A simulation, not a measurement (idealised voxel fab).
Name of the process module below: voxel air gaps
In the cross-section labelled cut, the width is 300 nm and each square cell is 5 nm.
Cross-section = grid of square cells, listed top down in bands; band = one or more rows.
A band entry consists of two parts. The first gives the height of the band's top and the height of its bottom, in nm. The rest lists the band's materials from left to right, each with its width in nm. A single material labelled with the word "everywhere" fills the band from edge to edge, and the word "blank" marks empty space.
Heights are reckoned from 0. Under this level, the received wafer is all of one material. The bottommost band is open-ended downward, for example "top 0, no bottom".
Quick explanation for "30..40": the width changes in equal steps down the rows of cells, from the first number in the band's top row to the second number in its bottom row.
Where the words "no modification" appear for a step, the cross-section shows no cell changed by that step; every cell remained as before.
Entry "Catalogued sealed voids" = empty spaces >= 8 cells with no open way to the top; each as width x height at distance, distance from left edge, all nm.
That trailing text on a step's line, after the settings, is the simulator's own remark on the step.
The "overlay nm" setting may appear on a step's line; for a step that uses a mask, it gives how far to the right of its planned position the mask lay, and a negative value indicates the left.
The process steps that were planned are listed below
1: RECEIVE,material Si
2: CONFORMAL_DEP,material SiO2,thk nm 10
3: CONFORMAL_DEP,material SiN,thk nm 5
4: DIRECTIONAL_DEP,material lowk,thk nm 40
5: MASKED_ETCH,tone open,mask id LINES,width nm 15,pitch nm 45,etch materials lowk,depth nm 40,overlay nm 0
6: CONFORMAL_DEP,material TiN,thk nm 5
7: FILL_DEP,material Ru,thk nm 10
8: CMP,height nm 55
9: EPI,material Ru,thk nm 10
10: SELECTIVE_ETCH,etch materials lowk,depth nm 50
11: CONFORMAL_DEP,material SiN,thk nm 5
First wafer of two (run as planned)
Cross-section of the wafer as it came to us, i.e., already through step 1
	top 0, no bottom = Si everywhere
	Catalogued sealed voids: none
After step 2: wafer cross-section
	top 10, bottom 0 = SiO2 everywhere
	Under the height 0 nothing was changed.
After step 3: wafer cross-section
	top 15, bottom 10 = SiN everywhere
	Under the height 10 nothing was changed.
After step 4: wafer cross-section
	top 55, bottom 15 = lowk everywhere
	Under the height 15 nothing was changed.
After step 5: wafer cross-section
	top 55, bottom 15 = lowk=95 / blank=15 / lowk=30 / blank=15 / lowk=30 / blank=15 / lowk=100
	Under the height 15 nothing was changed.
After step 6: wafer cross-section
	top 60, bottom 55 = TiN=100 / blank=5 / TiN=40 / blank=5 / TiN=40 / blank=5 / TiN=105
	top 55, bottom 20 = lowk=95 / TiN=5 / blank=5 / TiN=5 / lowk=30 / TiN=5 / blank=5 / TiN=5 / lowk=30 / TiN=5 / blank=5 / TiN=5 / lowk=100
	top 20, bottom 15 = lowk=95 / TiN=15 / lowk=30 / TiN=15 / lowk=30 / TiN=15 / lowk=100
	Under the height 15 nothing was changed.
After step 7: wafer cross-section
	top 70, bottom 60 = Ru everywhere
	top 60, bottom 55 = TiN=100 / Ru=5 / TiN=40 / Ru=5 / TiN=40 / Ru=5 / TiN=105
	top 55, bottom 20 = lowk=95 / TiN=5 / Ru=5 / TiN=5 / lowk=30 / TiN=5 / Ru=5 / TiN=5 / lowk=30 / TiN=5 / Ru=5 / TiN=5 / lowk=100
	Under the height 20 nothing was changed.
After step 8: wafer cross-section
	top 55, bottom 20 = lowk=95 / TiN=5 / Ru=5 / TiN=5 / lowk=30 / TiN=5 / Ru=5 / TiN=5 / lowk=30 / TiN=5 / Ru=5 / TiN=5 / lowk=100
	Under the height 20 nothing was changed.
After step 9: wafer cross-section
	top 65, bottom 55 = blank=85 / Ru=35 / blank=10 / Ru=35 / blank=10 / Ru=35 / blank=90
	Under the height 55 nothing was changed.
After step 10: wafer cross-section
	top 65, bottom 55 = blank=85 / Ru=35 / blank=10 / Ru=35 / blank=10 / Ru=35 / blank=90
	top 55, bottom 20 = blank=95 / TiN=5 / Ru=5 / TiN=5 / blank=30 / TiN=5 / Ru=5 / TiN=5 / blank=30 / TiN=5 / Ru=5 / TiN=5 / blank=100
	top 20, bottom 15 = blank=95 / TiN=15 / blank=30 / TiN=15 / blank=30 / TiN=15 / blank=100
	Under the height 15 nothing was changed.
After step 11: wafer cross-section
	top 70, bottom 65 = blank=80 / SiN=135 / blank=85
	top 65, bottom 55 = blank=80 / SiN=5 / Ru=35 / SiN=10 / Ru=35 / SiN=10 / Ru=35 / SiN=5 / blank=85
	top 55, bottom 50 = blank=80 / SiN=15 / TiN=5 / Ru=5 / TiN=5 / SiN=30 / TiN=5 / Ru=5 / TiN=5 / SiN=30 / TiN=5 / Ru=5 / TiN=5 / SiN=15 / blank=85
	top 50, bottom 20 = blank=90 / SiN=5 / TiN=5 / Ru=5 / TiN=5 / SiN=5 / blank=20 / SiN=5 / TiN=5 / Ru=5 / TiN=5 / SiN=5 / blank=20 / SiN=5 / TiN=5 / Ru=5 / TiN=5 / SiN=5 / blank=95
	top 20, bottom 15 = SiN=95 / TiN=15 / SiN=30 / TiN=15 / SiN=30 / TiN=15 / SiN=100
	Under the height 15 nothing was changed.
	Catalogued sealed voids: 20 x 30 at 115; 20 x 30 at 160
Second wafer - shared start and plan with the first - one error in running - same as the first up to step 7 inclusive
Second wafer, sectioned view, at step 8's planned end time
	top 60, bottom 55 = TiN=100 / Ru=5 / TiN=40 / Ru=5 / TiN=40 / Ru=5 / TiN=105
	Under the height 55 nothing was changed.
Second wafer, sectioned view, at step 9's planned end time
	top 70, bottom 60 = Ru everywhere
	Under the height 60 nothing was changed.
Second wafer, sectioned view, at step 10's planned end time: no modification
Second wafer, sectioned view, at step 11's planned end time
	top 75, bottom 70 = SiN everywhere
	Under the height 70 nothing was changed.
Heads up, the wafer didn't run the way we planned it: step 8 did not use the planned setting and instead ran as CMP,height nm 60
Heads up, by the end the second wafer has more or fewer cells of some materials compared to the first: +81 Ru | -84 SiN | +57 TiN | +408 lowk
The second wafer ends with 0 closed voids, and the first wafer ends with 2.
